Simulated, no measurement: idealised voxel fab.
The following is a process module called voxel air gaps.
The width of the displayed cross-section, cut, is 250 nm; its cells are square, with a size of 5 nm.
A cross-section is written here as square cells arranged in a grid, and it is given in bands from the top down, each band taking up one or more rows of cells. The band entry comprises the height of the band's top followed by the height of its bottom, expressed in nm, and subsequently the band's materials from left to right, each stated together with its width in nm. Where a single material is marked with the word "full width", that material fills the band from edge to edge. The word "air" represents empty space. The level at which height equals 0 is the one under which the wafer, as it arrives, is entirely one material. No lower edge exists for the bottom band, which continues downward and is notated as in "0..down". Per-row width for "30 to 40": begins at first number (top row of band), ends at second number (bottom row), increment between rows held constant. No cell of the cross-section changed in a step that is given as "no alteration". What "Sealed internal voids" gives you is every empty space of 8 cells or more that is cut off from the top. Each appears as width x height at distance, with the distance taken from the left edge and width, height and distance all in nm. Whatever follows a step's settings on its line is a remark the simulator itself makes about that step. overlay nm: mask right of planned place by this much (step with mask). Neg. = left.

THE STEPS PLANNED FOR THE PROCESS ARE AS FOLLOWS
1 RECEIVE with material Si
2 CONFORMAL_DEP with material SiO2, thk nm 10
3 CONFORMAL_DEP with material SiN, thk nm 5
4 DIRECTIONAL_DEP with material SiO2, thk nm 35
5 DIRECTIONAL_DEP with material aC, thk nm 10
6 PATTERN with tone open, mask id LINES, material resist, width nm 15, pitch nm 45, thk nm 25, overlay nm 0
7 DIRECTIONAL_ETCH with etch materials aC, depth nm 10
8 STRIP with etch materials resist
9 DIRECTIONAL_ETCH with etch materials SiO2, depth nm 35
10 STRIP with etch materials aC
11 CONFORMAL_DEP with material TiN, thk nm 5
12 FILL_DEP with material W, thk nm 5
13 CMP with height nm 50
14 EPI with material Ru, thk nm 10
15 SELECTIVE_ETCH with etch materials SiO2, depth nm 45
16 CONFORMAL_DEP with material SiN, thk nm 5

FIRST WAFER OF TWO (RUN AS PLANNED)

AS-RECEIVED WAFER CROSS-SECTION (AFTER STEP 1)
> 0..down = Si full width
> Sealed internal voids: none

ONCE STEP 2 IS THROUGH, THE WAFER LOOKS LIKE THIS IN CROSS-SECTION
> 10..0 = SiO2 full width
> below 0: unchanged

ONCE STEP 3 IS THROUGH, THE WAFER LOOKS LIKE THIS IN CROSS-SECTION
> 15..10 = SiN full width
> below 10: unchanged

ONCE STEP 4 IS THROUGH, THE WAFER LOOKS LIKE THIS IN CROSS-SECTION
> 50..15 = SiO2 full width
> below 15: unchanged

ONCE STEP 5 IS THROUGH, THE WAFER LOOKS LIKE THIS IN CROSS-SECTION
> 60..50 = aC full width
> below 50: unchanged

ONCE STEP 6 IS THROUGH, THE WAFER LOOKS LIKE THIS IN CROSS-SECTION
> 85..60 = 70 of resist, then 15 of air, then 30 of resist, then 15 of air, then 30 of resist, then 15 of air, then 75 of resist
> below 60: unchanged

ONCE STEP 7 IS THROUGH, THE WAFER LOOKS LIKE THIS IN CROSS-SECTION
> 75..60 = 70 of resist, then 15 of air, then 30 of resist, then 15 of air, then 30 of resist, then 15 of air, then 75 of resist
> 60..50 = 70 of aC, then 15 of air, then 30 of aC, then 15 of air, then 30 of aC, then 15 of air, then 75 of aC
> below 50: unchanged

ONCE STEP 8 IS THROUGH, THE WAFER LOOKS LIKE THIS IN CROSS-SECTION
> 60..50 = 70 of aC, then 15 of air, then 30 of aC, then 15 of air, then 30 of aC, then 15 of air, then 75 of aC
> below 50: unchanged

ONCE STEP 9 IS THROUGH, THE WAFER LOOKS LIKE THIS IN CROSS-SECTION
> 60..50 = 70 of aC, then 15 of air, then 30 of aC, then 15 of air, then 30 of aC, then 15 of air, then 75 of aC
> 50..15 = 70 of SiO2, then 15 of air, then 30 of SiO2, then 15 of air, then 30 of SiO2, then 15 of air, then 75 of SiO2
> below 15: unchanged

ONCE STEP 10 IS THROUGH, THE WAFER LOOKS LIKE THIS IN CROSS-SECTION
> 50..15 = 70 of SiO2, then 15 of air, then 30 of SiO2, then 15 of air, then 30 of SiO2, then 15 of air, then 75 of SiO2
> below 15: unchanged

ONCE STEP 11 IS THROUGH, THE WAFER LOOKS LIKE THIS IN CROSS-SECTION
> 55..50 = 75 of TiN, then 5 of air, then 40 of TiN, then 5 of air, then 40 of TiN, then 5 of air, then 80 of TiN
> 50..20 = 70 of SiO2, then 5 of TiN, then 5 of air, then 5 of TiN, then 30 of SiO2, then 5 of TiN, then 5 of air, then 5 of TiN, then 30 of SiO2, then 5 of TiN, then 5 of air, then 5 of TiN, then 75 of SiO2
> 20..15 = 70 of SiO2, then 15 of TiN, then 30 of SiO2, then 15 of TiN, then 30 of SiO2, then 15 of TiN, then 75 of SiO2
> below 15: unchanged

ONCE STEP 12 IS THROUGH, THE WAFER LOOKS LIKE THIS IN CROSS-SECTION
> 60..55 = W full width
> 55..50 = 75 of TiN, then 5 of W, then 40 of TiN, then 5 of W, then 40 of TiN, then 5 of W, then 80 of TiN
> 50..20 = 70 of SiO2, then 5 of TiN, then 5 of W, then 5 of TiN, then 30 of SiO2, then 5 of TiN, then 5 of W, then 5 of TiN, then 30 of SiO2, then 5 of TiN, then 5 of W, then 5 of TiN, then 75 of SiO2
> below 20: unchanged

ONCE STEP 13 IS THROUGH, THE WAFER LOOKS LIKE THIS IN CROSS-SECTION
> 50..20 = 70 of SiO2, then 5 of TiN, then 5 of W, then 5 of TiN, then 30 of SiO2, then 5 of TiN, then 5 of W, then 5 of TiN, then 30 of SiO2, then 5 of TiN, then 5 of W, then 5 of TiN, then 75 of SiO2
> below 20: unchanged

ONCE STEP 14 IS THROUGH, THE WAFER LOOKS LIKE THIS IN CROSS-SECTION
> 60..50 = 60 of air, then 35 of Ru, then 10 of air, then 35 of Ru, then 10 of air, then 35 of Ru, then 65 of air
> below 50: unchanged

ONCE STEP 15 IS THROUGH, THE WAFER LOOKS LIKE THIS IN CROSS-SECTION
> 60..50 = 60 of air, then 35 of Ru, then 10 of air, then 35 of Ru, then 10 of air, then 35 of Ru, then 65 of air
> 50..20 = 70 of air, then 5 of TiN, then 5 of W, then 5 of TiN, then 30 of air, then 5 of TiN, then 5 of W, then 5 of TiN, then 30 of air, then 5 of TiN, then 5 of W, then 5 of TiN, then 75 of air
> 20..15 = 70 of air, then 15 of TiN, then 30 of air, then 15 of TiN, then 30 of air, then 15 of TiN, then 75 of air
> below 15: unchanged

ONCE STEP 16 IS THROUGH, THE WAFER LOOKS LIKE THIS IN CROSS-SECTION
> 65..60 = 55 of air, then 135 of SiN, then 60 of air
> 60..50 = 55 of air, then 5 of SiN, then 35 of Ru, then 10 of SiN, then 35 of Ru, then 10 of SiN, then 35 of Ru, then 5 of SiN, then 60 of air
> 50..45 = 55 of air, then 15 of SiN, then 5 of TiN, then 5 of W, then 5 of TiN, then 30 of SiN, then 5 of TiN, then 5 of W, then 5 of TiN, then 30 of SiN, then 5 of TiN, then 5 of W, then 5 of TiN, then 15 of SiN, then 60 of air
> 45..20 = 65 of air, then 5 of SiN, then 5 of TiN, then 5 of W, then 5 of TiN, then 5 of SiN, then 20 of air, then 5 of SiN, then 5 of TiN, then 5 of W, then 5 of TiN, then 5 of SiN, then 20 of air, then 5 of SiN, then 5 of TiN, then 5 of W, then 5 of TiN, then 5 of SiN, then 70 of air
> 20..15 = 70 of SiN, then 15 of TiN, then 30 of SiN, then 15 of TiN, then 30 of SiN, then 15 of TiN, then 75 of SiN
> below 15: unchanged
> Sealed internal voids: 20 x 25 at 90; 20 x 25 at 135

SECOND WAFER: LIKE START, LIKE PLAN, ONE MISTAKE. THROUGH STEP 5 IT MATCHES THE FIRST WAFER

CROSS-SECTIONAL VIEW OF THE SECOND WAFER AT THE INTENDED END TIME OF PROCESS STEP 6
> 85..60 = 65 of resist, then 15 of air, then 30 of resist, then 15 of air, then 30 of resist, then 15 of air, then 80 of resist
> below 60: unchanged

CROSS-SECTIONAL VIEW OF THE SECOND WAFER AT THE INTENDED END TIME OF PROCESS STEP 7
> 75..60 = 65 of resist, then 15 of air, then 30 of resist, then 15 of air, then 30 of resist, then 15 of air, then 80 of resist
> 60..50 = 65 of aC, then 15 of air, then 30 of aC, then 15 of air, then 30 of aC, then 15 of air, then 80 of aC
> below 50: unchanged

CROSS-SECTIONAL VIEW OF THE SECOND WAFER AT THE INTENDED END TIME OF PROCESS STEP 8
> 60..50 = 65 of aC, then 15 of air, then 30 of aC, then 15 of air, then 30 of aC, then 15 of air, then 80 of aC
> below 50: unchanged

CROSS-SECTIONAL VIEW OF THE SECOND WAFER AT THE INTENDED END TIME OF PROCESS STEP 9
> 60..50 = 65 of aC, then 15 of air, then 30 of aC, then 15 of air, then 30 of aC, then 15 of air, then 80 of aC
> 50..15 = 65 of SiO2, then 15 of air, then 30 of SiO2, then 15 of air, then 30 of SiO2, then 15 of air, then 80 of SiO2
> below 15: unchanged

CROSS-SECTIONAL VIEW OF THE SECOND WAFER AT THE INTENDED END TIME OF PROCESS STEP 10
> 50..15 = 65 of SiO2, then 15 of air, then 30 of SiO2, then 15 of air, then 30 of SiO2, then 15 of air, then 80 of SiO2
> below 15: unchanged

CROSS-SECTIONAL VIEW OF THE SECOND WAFER AT THE INTENDED END TIME OF PROCESS STEP 11
> 55..50 = 70 of TiN, then 5 of air, then 40 of TiN, then 5 of air, then 40 of TiN, then 5 of air, then 85 of TiN
> 50..20 = 65 of SiO2, then 5 of TiN, then 5 of air, then 5 of TiN, then 30 of SiO2, then 5 of TiN, then 5 of air, then 5 of TiN, then 30 of SiO2, then 5 of TiN, then 5 of air, then 5 of TiN, then 80 of SiO2
> 20..15 = 65 of SiO2, then 15 of TiN, then 30 of SiO2, then 15 of TiN, then 30 of SiO2, then 15 of TiN, then 80 of SiO2
> below 15: unchanged

CROSS-SECTIONAL VIEW OF THE SECOND WAFER AT THE INTENDED END TIME OF PROCESS STEP 12
> 60..55 = W full width
> 55..50 = 70 of TiN, then 5 of W, then 40 of TiN, then 5 of W, then 40 of TiN, then 5 of W, then 85 of TiN
> 50..20 = 65 of SiO2, then 5 of TiN, then 5 of W, then 5 of TiN, then 30 of SiO2, then 5 of TiN, then 5 of W, then 5 of TiN, then 30 of SiO2, then 5 of TiN, then 5 of W, then 5 of TiN, then 80 of SiO2
> below 20: unchanged

CROSS-SECTIONAL VIEW OF THE SECOND WAFER AT THE INTENDED END TIME OF PROCESS STEP 13
> 50..20 = 65 of SiO2, then 5 of TiN, then 5 of W, then 5 of TiN, then 30 of SiO2, then 5 of TiN, then 5 of W, then 5 of TiN, then 30 of SiO2, then 5 of TiN, then 5 of W, then 5 of TiN, then 80 of SiO2
> below 20: unchanged

CROSS-SECTIONAL VIEW OF THE SECOND WAFER AT THE INTENDED END TIME OF PROCESS STEP 14
> 60..50 = 55 of air, then 35 of Ru, then 10 of air, then 35 of Ru, then 10 of air, then 35 of Ru, then 70 of air
> below 50: unchanged

CROSS-SECTIONAL VIEW OF THE SECOND WAFER AT THE INTENDED END TIME OF PROCESS STEP 15
> 60..50 = 55 of air, then 35 of Ru, then 10 of air, then 35 of Ru, then 10 of air, then 35 of Ru, then 70 of air
> 50..20 = 65 of air, then 5 of TiN, then 5 of W, then 5 of TiN, then 30 of air, then 5 of TiN, then 5 of W, then 5 of TiN, then 30 of air, then 5 of TiN, then 5 of W, then 5 of TiN, then 80 of air
> 20..15 = 65 of air, then 15 of TiN, then 30 of air, then 15 of TiN, then 30 of air, then 15 of TiN, then 80 of air
> below 15: unchanged

CROSS-SECTIONAL VIEW OF THE SECOND WAFER AT THE INTENDED END TIME OF PROCESS STEP 16
> 65..60 = 50 of air, then 135 of SiN, then 65 of air
> 60..50 = 50 of air, then 5 of SiN, then 35 of Ru, then 10 of SiN, then 35 of Ru, then 10 of SiN, then 35 of Ru, then 5 of SiN, then 65 of air
> 50..45 = 50 of air, then 15 of SiN, then 5 of TiN, then 5 of W, then 5 of TiN, then 30 of SiN, then 5 of TiN, then 5 of W, then 5 of TiN, then 30 of SiN, then 5 of TiN, then 5 of W, then 5 of TiN, then 15 of SiN, then 65 of air
> 45..20 = 60 of air, then 5 of SiN, then 5 of TiN, then 5 of W, then 5 of TiN, then 5 of SiN, then 20 of air, then 5 of SiN, then 5 of TiN, then 5 of W, then 5 of TiN, then 5 of SiN, then 20 of air, then 5 of SiN, then 5 of TiN, then 5 of W, then 5 of TiN, then 5 of SiN, then 75 of air
> 20..15 = 65 of SiN, then 15 of TiN, then 30 of SiN, then 15 of TiN, then 30 of SiN, then 15 of TiN, then 80 of SiN
> below 15: unchanged
> Sealed internal voids: 20 x 25 at 85; 20 x 25 at 130
Error vs. plan: step 6 did not use the planned setting and instead ran as PATTERN with tone open, mask id LINES, material resist, width nm 15, pitch nm 45, thk nm 25, overlay nm -5
End check, second vs first wafer: material counts in cells match, positions do not.
